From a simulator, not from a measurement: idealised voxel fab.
You're looking at the process module voxel transistor to metal.
Xsec cut, 190 nm wide, square cell size 5 nm.
Just so we're on the same page, the cross-sections are grids of square cells, and they're listed out in bands top to bottom, each band one or more rows deep.
Each band's line starts with the height of the band's top and of its bottom, in nm. Then come its materials from left to right, each with its width in nm. One material with "everywhere" fills the band from edge to edge. "air" is empty space.
Heads up on the height convention: 0 is the point under which the incoming wafer is all one material, and the lowest band has no bottom, it just keeps going down, like "0 -> down".
Width spec "30..40" -> top row of cells at first value, bottom row at second value, equal per-row change in between.
You'll sometimes find "nothing altered" written for a step, and that's the way of saying that nowhere in the cross-section did a cell change during that step.
Entry "Enclosed void list" = empty spaces >= 8 cells with no open way to the top; each as width x height at distance, distance from left edge, all nm.
Post-settings text on a step line: simulator's own remark regarding the step.
overlay nm: for a step with a mask, the amount by which the mask lay right of where it was planned; a negative amount means left of it.
Reading key. Pairs: pre-step and post-step cross-section, one process step apart; post-step view only to lowest changed band. Step between + settings: beneath pair. Runs: pairs may be from different runs of this module, same starting wafer. Continuation from pair above: only where "Before processing step" entry says.

### Before processing step
> 70 -> 65  SiCN everywhere
> 65 -> 60  SiCN 35, Ru 30, SiCN 55, Ru 30, SiCN 40
> 60 -> 35  SiO2 40, TiN 5, Cu 10, TiN 5, SiO2 65, TiN 5, Cu 10, TiN 5, SiO2 45
> 35 -> 30  SiCN 40, TiN 20, SiCN 65, TiN 20, SiCN 45
> 30 -> 20  SiO2 35, TiN 5, Ru 10, TiN 5, SiO2 65, TiN 5, Ru 10, TiN 5, SiO2 50
> 20 -> 0  SiO2 35, TiN 5, Ru 10, TiN 5, SiO2 15, SiN 5, HfO2 5, TiN 5, W 15, TiN 5, HfO2 5, SiN 5, SiO2 5, TiN 5, Ru 10, TiN 5, SiO2 50
> 0 -> -5  SiO2 25, SiN 5, SiO2 5, TiN 20, SiO2 15, SiN 5, HfO2 5, TiN 25, HfO2 5, SiN 5, SiO2 5, TiN 20, SiO2 15, SiN 5, SiO2 30
> -5 -> -10  SiO2 30, pSi 40, HfO2 45, pSi 40, SiO2 35
> -10 -> -30  SiO2 35, Si 115, SiO2 40
> -30 -> down  Si everywhere
> Enclosed void list: none

### After the Step
> 100 -> 70  lowk everywhere
> Lower than 70, everything is as it was.
> Enclosed void list: none
To go from the before cross-section above to the after cross-section, apply DIRECTIONAL_DEP [material lowk] [thk nm 30]

Before processing step: refer to the pair immediately above; the cross-section shown after its step is the state before this one.

### After the Step
> 115 -> 100  resist 40, air 15, resist 70, air 15, resist 50
> Lower than 100, everything is as it was.
> Enclosed void list: none
To go from the before cross-section above to the after cross-section, apply PATTERN [tone open] [mask id METAL_2_HOLES] [material resist] [width nm 15] [pitch nm 85] [thk nm 15] [overlay nm 0]

Before processing step: refer to the pair immediately above; the cross-section shown after its step is the state before this one.

### After the Step
> 115 -> 100  resist 40, air 15, resist 70, air 15, resist 50
> 100 -> 70  lowk 40, air 15, lowk 70, air 15, lowk 50
> Lower than 70, everything is as it was.
> Enclosed void list: none
To go from the before cross-section above to the after cross-section, apply DIRECTIONAL_ETCH [etch materials lowk] [depth nm 30]

Before processing step: refer to the pair immediately above; the cross-section shown after its step is the state before this one.

### After the Step
> 100 -> 70  lowk 40, air 15, lowk 70, air 15, lowk 50
> Lower than 70, everything is as it was.
> Enclosed void list: none
To go from the before cross-section above to the after cross-section, apply STRIP [etch materials resist]

Before processing step: refer to the pair immediately above; the cross-section shown after its step is the state before this one.

### After the Step
> 115 -> 100  resist 40, air 20, resist 65, air 20, resist 45
> Lower than 100, everything is as it was.
> Enclosed void list: none
To go from the before cross-section above to the after cross-section, apply PATTERN [tone open] [mask id METAL_2] [material resist] [width nm 20] [pitch nm 85] [thk nm 15] [overlay nm 0]

Before processing step: refer to the pair immediately above; the cross-section shown after its step is the state before this one.

### After the Step
> 115 -> 100  resist 40, air 20, resist 65, air 20, resist 45
> 100 -> 80  lowk 40, air 20, lowk 65, air 20, lowk 45
> Lower than 80, everything is as it was.
> Enclosed void list: none
To go from the before cross-section above to the after cross-section, apply DIRECTIONAL_ETCH [etch materials lowk] [depth nm 20]

Before processing step: refer to the pair immediately above; the cross-section shown after its step is the state before this one.

### After the Step
> 115 -> 100  resist 40, air 20, resist 65, air 20, resist 45
> 100 -> 80  lowk 40, air 20, lowk 65, air 20, lowk 45
> 80 -> 70  lowk 40, air 15, lowk 70, air 15, lowk 50
> 70 -> 65  SiCN 40, air 15, SiCN 70, air 15, SiCN 50
> Lower than 65, everything is as it was.
> Enclosed void list: none
To go from the before cross-section above to the after cross-section, apply DIRECTIONAL_ETCH [etch materials SiCN] [depth nm 5]

Before processing step: refer to the pair immediately above; the cross-section shown after its step is the state before this one.

### After the Step
> 100 -> 80  lowk 40, air 20, lowk 65, air 20, lowk 45
> Lower than 80, everything is as it was.
> Enclosed void list: none
To go from the before cross-section above to the after cross-section, apply STRIP [etch materials resist]

Before processing step: refer to the pair immediately above; the cross-section shown after its step is the state before this one.

### After the Step
> 105 -> 100  TiN 45, air 10, TiN 75, air 10, TiN 50
> 100 -> 85  lowk 40, TiN 5, air 10, TiN 5, lowk 65, TiN 5, air 10, TiN 5, lowk 45
> 85 -> 80  lowk 40, TiN 5, air 5, TiN 10, lowk 65, TiN 5, air 5, TiN 10, lowk 45
> 80 -> 70  lowk 40, TiN 5, air 5, TiN 5, lowk 70, TiN 5, air 5, TiN 5, lowk 50
> 70 -> 65  SiCN 40, TiN 15, SiCN 70, TiN 15, SiCN 50
> Lower than 65, everything is as it was.
> Enclosed void list: none
To go from the before cross-section above to the after cross-section, apply CONFORMAL_DEP [material TiN] [thk nm 5]

Before processing step: refer to the pair immediately above; the cross-section shown after its step is the state before this one.

### After the Step
> 110 -> 105  Cu everywhere
> 105 -> 100  TiN 45, Cu 10, TiN 75, Cu 10, TiN 50
> 100 -> 85  lowk 40, TiN 5, Cu 10, TiN 5, lowk 65, TiN 5, Cu 10, TiN 5, lowk 45
> 85 -> 80  lowk 40, TiN 5, Cu 5, TiN 10, lowk 65, TiN 5, Cu 5, TiN 10, lowk 45
> 80 -> 70  lowk 40, TiN 5, Cu 5, TiN 5, lowk 70, TiN 5, Cu 5, TiN 5, lowk 50
> Lower than 70, everything is as it was.
> Enclosed void list: none
To go from the before cross-section above to the after cross-section, apply FILL_DEP [material Cu] [thk nm 5]

Before processing step: refer to the pair immediately above; the cross-section shown after its step is the state before this one.

### After the Step
> 100 -> 85  lowk 40, TiN 5, Cu 10, TiN 5, lowk 65, TiN 5, Cu 10, TiN 5, lowk 45
> Lower than 85, everything is as it was.
> Enclosed void list: none
To go from the before cross-section above to the after cross-section, apply CMP [height nm 100]

Before processing step: refer to the pair immediately above; the cross-section shown after its step is the state before this one.

### After the Step
> 105 -> 100  SiN everywhere
> Lower than 100, everything is as it was.
> Enclosed void list: none
To go from the before cross-section above to the after cross-section, apply CONFORMAL_DEP [material SiN] [thk nm 5]

### Before processing step
> 0 -> -5  SiO2 25, air 135, SiO2 30
> -5 -> -10  SiO2 everywhere
> -10 -> -30  SiO2 35, Si 115, SiO2 40
> -30 -> down  Si everywhere
> Enclosed void list: none

### After the Step
> 30 -> 25  SiCN 25, air 135, SiCN 30
> 25 -> 0  SiCN everywhere
> 0 -> -5  SiO2 25, SiCN 135, SiO2 30
> Lower than -5, everything is as it was.
> Enclosed void list: none
To go from the before cross-section above to the after cross-section, apply DIRECTIONAL_DEP [material SiCN] [thk nm 30]

Before processing step: refer to the pair immediately above; the cross-section shown after its step is the state before this one.

### After the Step
> 40 -> 35  SiCN 25, air 135, SiCN 30
> 35 -> 0  SiCN everywhere
> Lower than 0, everything is as it was.
> Enclosed void list: none
To go from the before cross-section above to the after cross-section, apply DIRECTIONAL_DEP [material SiCN] [thk nm 10]

Before processing step: refer to the pair immediately above; the cross-section shown after its step is the state before this one.

### After the Step
> 35 -> 20  air 75, SiCN 35, air 80
> 20 -> 15  SiCN 25, air 50, SiCN 35, air 50, SiCN 30
> Lower than 15, everything is as it was.
> Enclosed void list: none
To go from the before cross-section above to the after cross-section, apply MASKED_ETCH [tone cover] [mask id GATE] [width nm 35] [etch materials SiCN] [depth nm 20] [overlay nm 0]

Before processing step: refer to the pair immediately above; the cross-section shown after its step is the state before this one.

### After the Step
> 40 -> 35  air 70, SiN 45, air 75
> 35 -> 25  air 70, SiN 5, SiCN 35, SiN 5, air 75
> 25 -> 20  SiN 30, air 40, SiN 5, SiCN 35, SiN 5, air 40, SiN 35
> 20 -> 15  SiCN 25, SiN 50, SiCN 35, SiN 50, SiCN 30
> Lower than 15, everything is as it was.
> Enclosed void list: none
To go from the before cross-section above to the after cross-section, apply CONFORMAL_DEP [material SiN] [thk nm 5]

Before processing step: refer to the pair immediately above; the cross-section shown after its step is the state before this one.

### After the Step
> 35 -> 20  air 70, SiN 5, SiCN 35, SiN 5, air 75
> 20 -> 15  SiCN 25, SiN 5, air 40, SiN 5, SiCN 35, SiN 5, air 40, SiN 5, SiCN 30
> Lower than 15, everything is as it was.
> Enclosed void list: none
To go from the before cross-section above to the after cross-section, apply DIRECTIONAL_ETCH [etch materials SiN] [depth nm 5]

Before processing step: refer to the pair immediately above; the cross-section shown after its step is the state before this one.

### After the Step
> 45 -> 35  SiO2 everywhere
> 35 -> 20  SiO2 70, SiN 5, SiCN 35, SiN 5, SiO2 75
> 20 -> 15  SiCN 25, SiN 5, SiO2 40, SiN 5, SiCN 35, SiN 5, SiO2 40, SiN 5, SiCN 30
> Lower than 15, everything is as it was.
> Enclosed void list: none
To go from the before cross-section above to the after cross-section, apply FILL_DEP [material SiO2] [thk nm 10]

Before processing step: refer to the pair immediately above; the cross-section shown after its step is the state before this one.

### After the Step
> 25 -> 20  SiO2 70, SiN 5, SiCN 35, SiN 5, SiO2 75
> Lower than 20, everything is as it was.
> Enclosed void list: none
To go from the before cross-section above to the after cross-section, apply CMP [height nm 25]

Before processing step: refer to the pair immediately above; the cross-section shown after its step is the state before this one.

### After the Step
> 25 -> 20  air 70, SiN 5, SiCN 35, SiN 5, air 75
> Lower than 20, everything is as it was.
> Enclosed void list: none
To go from the before cross-section above to the after cross-section, apply SELECTIVE_ETCH [etch materials SiO2] [depth nm 5]

Before processing step: refer to the pair immediately above; the cross-section shown after its step is the state before this one.

### After the Step
> 30 -> 25  air 65, HfO2 55, air 70
> 25 -> 20  HfO2 70, SiN 5, SiCN 35, SiN 5, HfO2 75
> Lower than 20, everything is as it was.
> Enclosed void list: none
To go from the before cross-section above to the after cross-section, apply CONFORMAL_DEP [material HfO2] [thk nm 5]

Before processing step: refer to the pair immediately above; the cross-section shown after its step is the state before this one.

### After the Step
> 35 -> 30  air 60, TiN 65, air 65
> 30 -> 25  TiN 65, HfO2 55, TiN 70
> Lower than 25, everything is as it was.
> Enclosed void list: none
To go from the before cross-section above to the after cross-section, apply CONFORMAL_DEP [material TiN] [thk nm 5]

Before processing step: refer to the pair immediately above; the cross-section shown after its step is the state before this one.

### After the Step
> 40 -> 35  W everywhere
> 35 -> 30  W 60, TiN 65, W 65
> Lower than 30, everything is as it was.
> Enclosed void list: none
To go from the before cross-section above to the after cross-section, apply FILL_DEP [material W] [thk nm 5]

Before processing step: refer to the pair immediately above; the cross-section shown after its step is the state before this one.

### After the Step
> 20 -> 15  SiCN 25, SiN 5, SiO2 40, SiN 5, SiCN 35, SiN 5, SiO2 40, SiN 5, SiCN 30
> Lower than 15, everything is as it was.
> Enclosed void list: none
To go from the before cross-section above to the after cross-section, apply CMP [height nm 20]

Before processing step: refer to the pair immediately above; the cross-section shown after its step is the state before this one.

### After the Step
> 30 -> 20  SiO2 everywhere
> Lower than 20, everything is as it was.
> Enclosed void list: none
To go from the before cross-section above to the after cross-section, apply DIRECTIONAL_DEP [material SiO2] [thk nm 10]

Before processing step: refer to the pair immediately above; the cross-section shown after its step is the state before this one.

### After the Step
> 30 -> 20  SiO2 40, air 20, SiO2 65, air 20, SiO2 45
> 20 -> 15  SiCN 25, SiN 5, SiO2 10, air 20, SiO2 10, SiN 5, SiCN 35, SiN 5, SiO2 10, air 20, SiO2 10, SiN 5, SiCN 30
> Lower than 15, everything is as it was.
> Enclosed void list: none
To go from the before cross-section above to the after cross-section, apply MASKED_ETCH [tone open] [mask id CONTACT] [width nm 20] [pitch nm 85] [etch materials SiO2] [depth nm 35] [overlay nm 0]

Before processing step: refer to the pair immediately above; the cross-section shown after its step is the state before this one.

### After the Step
> 35 -> 30  TiN 45, air 10, TiN 75, air 10, TiN 50
> 30 -> 20  SiO2 40, TiN 5, air 10, TiN 5, SiO2 65, TiN 5, air 10, TiN 5, SiO2 45
> 20 -> 15  SiCN 25, SiN 5, SiO2 10, TiN 20, SiO2 10, SiN 5, SiCN 35, SiN 5, SiO2 10, TiN 20, SiO2 10, SiN 5, SiCN 30
> Lower than 15, everything is as it was.
> Enclosed void list: none
To go from the before cross-section above to the after cross-section, apply CONFORMAL_DEP [material TiN] [thk nm 5]

Before processing step: refer to the pair immediately above; the cross-section shown after its step is the state before this one.

### After the Step
> 40 -> 35  Ru everywhere
> 35 -> 30  TiN 45, Ru 10, TiN 75, Ru 10, TiN 50
> 30 -> 20  SiO2 40, TiN 5, Ru 10, TiN 5, SiO2 65, TiN 5, Ru 10, TiN 5, SiO2 45
> Lower than 20, everything is as it was.
> Enclosed void list: none
To go from the before cross-section above to the after cross-section, apply FILL_DEP [material Ru] [thk nm 5]

Before processing step: refer to the pair immediately above; the cross-section shown after its step is the state before this one.

### After the Step
> 30 -> 20  SiO2 40, TiN 5, Ru 10, TiN 5, SiO2 65, TiN 5, Ru 10, TiN 5, SiO2 45
> Lower than 20, everything is as it was.
> Enclosed void list: none
To go from the before cross-section above to the after cross-section, apply CMP [height nm 30]

Before processing step: refer to the pair immediately above; the cross-section shown after its step is the state before this one.

### After the Step
> 35 -> 30  SiCN everywhere
> Lower than 30, everything is as it was.
> Enclosed void list: none
To go from the before cross-section above to the after cross-section, apply CONFORMAL_DEP [material SiCN] [thk nm 5]

Before processing step: refer to the pair immediately above; the cross-section shown after its step is the state before this one.

### After the Step
> 60 -> 35  SiO2 everywhere
> Lower than 35, everything is as it was.
> Enclosed void list: none
To go from the before cross-section above to the after cross-section, apply DIRECTIONAL_DEP [material SiO2] [thk nm 25]

Before processing step: refer to the pair immediately above; the cross-section shown after its step is the state before this one.

### After the Step
> 75 -> 60  resist 40, air 20, resist 65, air 20, resist 45
> Lower than 60, everything is as it was.
> Enclosed void list: none
To go from the before cross-section above to the after cross-section, apply PATTERN [tone open] [mask id METAL_1] [material resist] [width nm 20] [pitch nm 85] [thk nm 15] [overlay nm 0]

Before processing step: refer to the pair immediately above; the cross-section shown after its step is the state before this one.

### After the Step
> 75 -> 60  resist 40, air 20, resist 65, air 20, resist 45
> 60 -> 35  SiO2 40, air 20, SiO2 65, air 20, SiO2 45
> Lower than 35, everything is as it was.
> Enclosed void list: none
To go from the before cross-section above to the after cross-section, apply DIRECTIONAL_ETCH [etch materials SiO2] [depth nm 25]

Before processing step: refer to the pair immediately above; the cross-section shown after its step is the state before this one.

### After the Step
> 75 -> 60  resist 40, air 20, resist 65, air 20, resist 45
> 60 -> 35  SiO2 40, air 20, SiO2 65, air 20, SiO2 45
> 35 -> 30  SiCN 40, air 20, SiCN 65, air 20, SiCN 45
> Lower than 30, everything is as it was.
> Enclosed void list: none
To go from the before cross-section above to the after cross-section, apply DIRECTIONAL_ETCH [etch materials SiCN] [depth nm 5]

Before processing step: refer to the pair immediately above; the cross-section shown after its step is the state before this one.

### After the Step
> 60 -> 35  SiO2 40, air 20, SiO2 65, air 20, SiO2 45
> Lower than 35, everything is as it was.
> Enclosed void list: none
To go from the before cross-section above to the after cross-section, apply STRIP [etch materials resist]

Before processing step: refer to the pair immediately above; the cross-section shown after its step is the state before this one.

### After the Step
> 65 -> 60  TiN 45, air 10, TiN 75, air 10, TiN 50
> 60 -> 35  SiO2 40, TiN 5, air 10, TiN 5, SiO2 65, TiN 5, air 10, TiN 5, SiO2 45
> 35 -> 30  SiCN 40, TiN 20, SiCN 65, TiN 20, SiCN 45
> Lower than 30, everything is as it was.
> Enclosed void list: none
To go from the before cross-section above to the after cross-section, apply CONFORMAL_DEP [material TiN] [thk nm 5]

Before processing step: refer to the pair immediately above; the cross-section shown after its step is the state before this one.

### After the Step
> 70 -> 65  Cu everywhere
> 65 -> 60  TiN 45, Cu 10, TiN 75, Cu 10, TiN 50
> 60 -> 35  SiO2 40, TiN 5, Cu 10, TiN 5, SiO2 65, TiN 5, Cu 10, TiN 5, SiO2 45
> Lower than 35, everything is as it was.
> Enclosed void list: none
To go from the before cross-section above to the after cross-section, apply FILL_DEP [material Cu] [thk nm 5]

Before processing step: refer to the pair immediately above; the cross-section shown after its step is the state before this one.

### After the Step
> 60 -> 35  SiO2 40, TiN 5, Cu 10, TiN 5, SiO2 65, TiN 5, Cu 10, TiN 5, SiO2 45
> Lower than 35, everything is as it was.
> Enclosed void list: none
To go from the before cross-section above to the after cross-section, apply CMP [height nm 60]

Before processing step: refer to the pair immediately above; the cross-section shown after its step is the state before this one.

### After the Step
> 65 -> 60  air 35, Ru 30, air 55, Ru 30, air 40
> Lower than 60, everything is as it was.
> Enclosed void list: none
To go from the before cross-section above to the after cross-section, apply EPI [material Ru] [thk nm 5]

Before processing step: refer to the pair immediately above; the cross-section shown after its step is the state before this one.

### After the Step
> 70 -> 65  SiCN everywhere
> 65 -> 60  SiCN 35, Ru 30, SiCN 55, Ru 30, SiCN 40
> Lower than 60, everything is as it was.
> Enclosed void list: none
To go from the before cross-section above to the after cross-section, apply FILL_DEP [material SiCN] [thk nm 5]

Before processing step: refer to the pair immediately above; the cross-section shown after its step is the state before this one.

### After the Step
> 100 -> 70  lowk everywhere
> Lower than 70, everything is as it was.
> Enclosed void list: none
To go from the before cross-section above to the after cross-section, apply DIRECTIONAL_DEP [material lowk] [thk nm 30]

Before processing step: refer to the pair immediately above; the cross-section shown after its step is the state before this one.

### After the Step
> 115 -> 100  resist 40, air 15, resist 70, air 15, resist 50
> Lower than 100, everything is as it was.
> Enclosed void list: none
To go from the before cross-section above to the after cross-section, apply PATTERN [tone open] [mask id METAL_2_HOLES] [material resist] [width nm 15] [pitch nm 85] [thk nm 15] [overlay nm 0]

Before processing step: refer to the pair immediately above; the cross-section shown after its step is the state before this one.

### After the Step
> 115 -> 100  resist 40, air 15, resist 70, air 15, resist 50
> 100 -> 70  lowk 40, air 15, lowk 70, air 15, lowk 50
> Lower than 70, everything is as it was.
> Enclosed void list: none
To go from the before cross-section above to the after cross-section, apply DIRECTIONAL_ETCH [etch materials lowk] [depth nm 30]

Before processing step: refer to the pair immediately above; the cross-section shown after its step is the state before this one.

### After the Step
> 100 -> 70  lowk 40, air 15, lowk 70, air 15, lowk 50
> Lower than 70, everything is as it was.
> Enclosed void list: none
To go from the before cross-section above to the after cross-section, apply STRIP [etch materials resist]

Before processing step: refer to the pair immediately above; the cross-section shown after its step is the state before this one.

### After the Step
> 115 -> 100  resist 40, air 20, resist 65, air 20, resist 45
> Lower than 100, everything is as it was.
> Enclosed void list: none
To go from the before cross-section above to the after cross-section, apply PATTERN [tone open] [mask id METAL_2] [material resist] [width nm 20] [pitch nm 85] [thk nm 15] [overlay nm 0]

Before processing step: refer to the pair immediately above; the cross-section shown after its step is the state before this one.

### After the Step
> 115 -> 100  resist 40, air 20, resist 65, air 20, resist 45
> 100 -> 80  lowk 40, air 20, lowk 65, air 20, lowk 45
> Lower than 80, everything is as it was.
> Enclosed void list: none
To go from the before cross-section above to the after cross-section, apply DIRECTIONAL_ETCH [etch materials lowk] [depth nm 20]

Before processing step: refer to the pair immediately above; the cross-section shown after its step is the state before this one.

### After the Step
> 115 -> 100  resist 40, air 20, resist 65, air 20, resist 45
> 100 -> 80  lowk 40, air 20, lowk 65, air 20, lowk 45
> 80 -> 70  lowk 40, air 15, lowk 70, air 15, lowk 50
> 70 -> 65  SiCN 40, air 15, SiCN 70, air 15, SiCN 50
> Lower than 65, everything is as it was.
> Enclosed void list: none
To go from the before cross-section above to the after cross-section, apply DIRECTIONAL_ETCH [etch materials SiCN] [depth nm 5]

Before processing step: refer to the pair immediately above; the cross-section shown after its step is the state before this one.

### After the Step
> 100 -> 80  lowk 40, air 20, lowk 65, air 20, lowk 45
> Lower than 80, everything is as it was.
> Enclosed void list: none
To go from the before cross-section above to the after cross-section, apply STRIP [etch materials resist]

Before processing step: refer to the pair immediately above; the cross-section shown after its step is the state before this one.

### After the Step
> 105 -> 100  TiN 45, air 10, TiN 75, air 10, TiN 50
> 100 -> 85  lowk 40, TiN 5, air 10, TiN 5, lowk 65, TiN 5, air 10, TiN 5, lowk 45
> 85 -> 80  lowk 40, TiN 5, air 5, TiN 10, lowk 65, TiN 5, air 5, TiN 10, lowk 45
> 80 -> 70  lowk 40, TiN 5, air 5, TiN 5, lowk 70, TiN 5, air 5, TiN 5, lowk 50
> 70 -> 65  SiCN 40, TiN 15, SiCN 70, TiN 15, SiCN 50
> Lower than 65, everything is as it was.
> Enclosed void list: none
To go from the before cross-section above to the after cross-section, apply CONFORMAL_DEP [material TiN] [thk nm 5]

Before processing step: refer to the pair immediately above; the cross-section shown after its step is the state before this one.

### After the Step
> 110 -> 105  Cu everywhere
> 105 -> 100  TiN 45, Cu 10, TiN 75, Cu 10, TiN 50
> 100 -> 85  lowk 40, TiN 5, Cu 10, TiN 5, lowk 65, TiN 5, Cu 10, TiN 5, lowk 45
> 85 -> 80  lowk 40, TiN 5, Cu 5, TiN 10, lowk 65, TiN 5, Cu 5, TiN 10, lowk 45
> 80 -> 70  lowk 40, TiN 5, Cu 5, TiN 5, lowk 70, TiN 5, Cu 5, TiN 5, lowk 50
> Lower than 70, everything is as it was.
> Enclosed void list: none
To go from the before cross-section above to the after cross-section, apply FILL_DEP [material Cu] [thk nm 5]

Before processing step: refer to the pair immediately above; the cross-section shown after its step is the state before this one.

### After the Step
> 100 -> 85  lowk 40, TiN 5, Cu 10, TiN 5, lowk 65, TiN 5, Cu 10, TiN 5, lowk 45
> Lower than 85, everything is as it was.
> Enclosed void list: none
To go from the before cross-section above to the after cross-section, apply CMP [height nm 100]

Before processing step: refer to the pair immediately above; the cross-section shown after its step is the state before this one.

### After the Step
> 105 -> 100  SiN everywhere
> Lower than 100, everything is as it was.
> Enclosed void list: none
To go from the before cross-section above to the after cross-section, apply CONFORMAL_DEP [material SiN] [thk nm 5]

### Before processing step
> 100 -> 70  lowk 40, air 15, lowk 70, air 15, lowk 50
> 70 -> 65  SiCN everywhere
> 65 -> 60  SiCN 35, Ru 30, SiCN 55, Ru 30, SiCN 40
> 60 -> 35  SiO2 40, TiN 5, Cu 10, TiN 5, SiO2 65, TiN 5, Cu 10, TiN 5, SiO2 45
> 35 -> 30  SiCN 40, TiN 20, SiCN 65, TiN 20, SiCN 45
> 30 -> 20  SiO2 40, TiN 5, Ru 10, TiN 5, SiO2 65, TiN 5, Ru 10, TiN 5, SiO2 45
> 20 -> 0  SiO2 40, TiN 5, Ru 10, TiN 5, SiO2 10, SiN 5, HfO2 5, TiN 5, W 15, TiN 5, HfO2 5, SiN 5, SiO2 10, TiN 5, Ru 10, TiN 5, SiO2 45
> 0 -> -5  SiO2 25, SiN 5, SiO2 10, TiN 20, SiO2 10, SiN 5, HfO2 5, TiN 25, HfO2 5, SiN 5, SiO2 10, TiN 20, SiO2 10, SiN 5, SiO2 30
> -5 -> -10  SiO2 30, pSi 40, HfO2 45, pSi 40, SiO2 35
> -10 -> -30  SiO2 35, Si 115, SiO2 40
> -30 -> down  Si everywhere
> Enclosed void list: none

### After the Step
> 115 -> 100  air 40, resist 20, air 65, resist 20, air 45
> 100 -> 70  lowk 40, resist 15, lowk 70, resist 15, lowk 50
> Lower than 70, everything is as it was.
> Enclosed void list: none
To go from the before cross-section above to the after cross-section, apply PATTERN [tone cover] [mask id METAL_2] [material resist] [width nm 20] [pitch nm 85] [thk nm 15] [overlay nm 0]

Before processing step: refer to the pair immediately above; the cross-section shown after its step is the state before this one.

### After the Step
> 115 -> 100  air 40, resist 20, air 65, resist 20, air 45
> 100 -> 80  air 40, resist 15, lowk 5, air 65, resist 15, lowk 5, air 45
> Lower than 80, everything is as it was.
> Enclosed void list: none
To go from the before cross-section above to the after cross-section, apply DIRECTIONAL_ETCH [etch materials lowk] [depth nm 20]

Before processing step: refer to the pair immediately above; the cross-section shown after its step is the state before this one.

### After the Step
> 100 -> 80  air 55, lowk 5, air 80, lowk 5, air 45
> 80 -> 70  lowk 40, air 15, lowk 70, air 15, lowk 50
> Lower than 70, everything is as it was.
> Enclosed void list: none
To go from the before cross-section above to the after cross-section, apply STRIP [etch materials resist]

Before processing step: refer to the pair immediately above; the cross-section shown after its step is the state before this one.

### After the Step
> 105 -> 100  air 50, TiN 15, air 70, TiN 15, air 40
> 100 -> 85  air 50, TiN 5, lowk 5, TiN 5, air 70, TiN 5, lowk 5, TiN 5, air 40
> 85 -> 80  TiN 45, air 5, TiN 5, lowk 5, TiN 70, air 5, TiN 5, lowk 5, TiN 45
> 80 -> 75  lowk 40, TiN 5, air 5, TiN 5, lowk 70, TiN 5, air 5, TiN 5, lowk 50
> 75 -> 70  lowk 40, TiN 15, lowk 70, TiN 15, lowk 50
> Lower than 70, everything is as it was.
> Enclosed void list: none
To go from the before cross-section above to the after cross-section, apply CONFORMAL_DEP [material TiN] [thk nm 5]

Before processing step: refer to the pair immediately above; the cross-section shown after its step is the state before this one.

### After the Step
> 110 -> 105  Cu everywhere
> 105 -> 100  Cu 50, TiN 15, Cu 70, TiN 15, Cu 40
> 100 -> 85  Cu 50, TiN 5, lowk 5, TiN 5, Cu 70, TiN 5, lowk 5, TiN 5, Cu 40
> 85 -> 80  TiN 45, Cu 5, TiN 5, lowk 5, TiN 70, Cu 5, TiN 5, lowk 5, TiN 45
> 80 -> 75  lowk 40, TiN 5, Cu 5, TiN 5, lowk 70, TiN 5, Cu 5, TiN 5, lowk 50
> Lower than 75, everything is as it was.
> Enclosed void list: none
To go from the before cross-section above to the after cross-section, apply FILL_DEP [material Cu] [thk nm 5]

Before processing step: refer to the pair immediately above; the cross-section shown after its step is the state before this one.

### After the Step
> 100 -> 85  Cu 50, TiN 5, lowk 5, TiN 5, Cu 70, TiN 5, lowk 5, TiN 5, Cu 40
> Lower than 85, everything is as it was.
> Enclosed void list: none
To go from the before cross-section above to the after cross-section, apply CMP [height nm 100]

Before processing step: refer to the pair immediately above; the cross-section shown after its step is the state before this one.

### After the Step
> 105 -> 100  SiN everywhere
> Lower than 100, everything is as it was.
> Enclosed void list: none
To go from the before cross-section above to the after cross-section, apply CONFORMAL_DEP [material SiN] [thk nm 5]
